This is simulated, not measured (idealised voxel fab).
You're looking at the process module voxel lift off.
Xsec cut, 300 nm wide, square cell size 5 nm.
Notation: cross-section as square-cell grid; stated in bands, top first, going down; one or more cell rows per band.
A band entry consists of two parts. The first gives the height of the band's top and the height of its bottom, in nm. The rest lists the band's materials from left to right, each with its width in nm. A single material labelled with the word "all across" fills the band from edge to edge, and the word "blank" marks empty space.
All heights in this document are referenced to 0, defined as the level beneath which the wafer, as received, consists entirely of one material. The lowest band is not bounded below; it extends indefinitely downward and is written in the form "0 -> down".
So if you see something like "30..40" for the width, read it as the top row of the band sitting at the first number and the bottom row at the second, with every row in between moving by the same amount as the last.
The cross-section has no changed cell in any step marked "no alteration".
"Unvented internal voids": empty spaces of 8 cells or more with no open way to the top, each given as width x height at distance, distance from the left edge, all in nm.
Note: text after step settings on the step line = simulator remark on that step.
overlay nm: for a step with a mask, the amount by which the mask lay right of where it was planned; a negative amount means left of it.

So here's the lineup of process steps we planned:
1 RECEIVE,material Si
2 CONFORMAL_DEP,material Al2O3,thk nm 5
3 PATTERN,tone open,mask id LINES,material resist,width nm 20,pitch nm 45,thk nm 15,overlay nm 0
4 DIRECTIONAL_DEP,material Ru,thk nm 5
5 STRIP,etch materials resist
6 CONFORMAL_DEP,material SiO2,thk nm 5
Wafers differ in thk nm at step 6; plan lists the first wafer's value; identical starting state.

Cross-section, first of several wafers, as delivered after step 1:
  0 -> down = Si all across
  Unvented internal voids: none

Depicted here is the first of several wafers in cross-section, at module completion following the last step, step 6:
  15 -> 10 = blank (90), SiO2 (30), blank (15), SiO2 (30), blank (15), SiO2 (30), blank (90)
  10 -> 5 = SiO2 (95), Ru (20), SiO2 (25), Ru (20), SiO2 (25), Ru (20), SiO2 (95)
  5 -> 0 = Al2O3 all across
  0 -> down = Si all across
  Unvented internal voids: none

Last wafer x-sec, end of module:
  30 -> 25 = blank (75), SiO2 (150), blank (75)
  25 -> 10 = SiO2 all across
  10 -> 5 = SiO2 (95), Ru (20), SiO2 (25), Ru (20), SiO2 (25), Ru (20), SiO2 (95)
  5 -> 0 = Al2O3 all across
  0 -> down = Si all across
  Unvented internal voids: none

Basically each wafer gets a line in the table, showing it at the end of the module: material by material, the cells it gained (+) or lost (-) since we got it, then its closed voids:
thk nm 5; +60 Al2O3; +12 Ru; +66 SiO2; Unvented internal voids: none
thk nm 10; +60 Al2O3; +12 Ru; +132 SiO2; Unvented internal voids: none
thk nm 15; +60 Al2O3; +12 Ru; +196 SiO2; Unvented internal voids: none
thk nm 20; +60 Al2O3; +12 Ru; +258 SiO2; Unvented internal voids: none
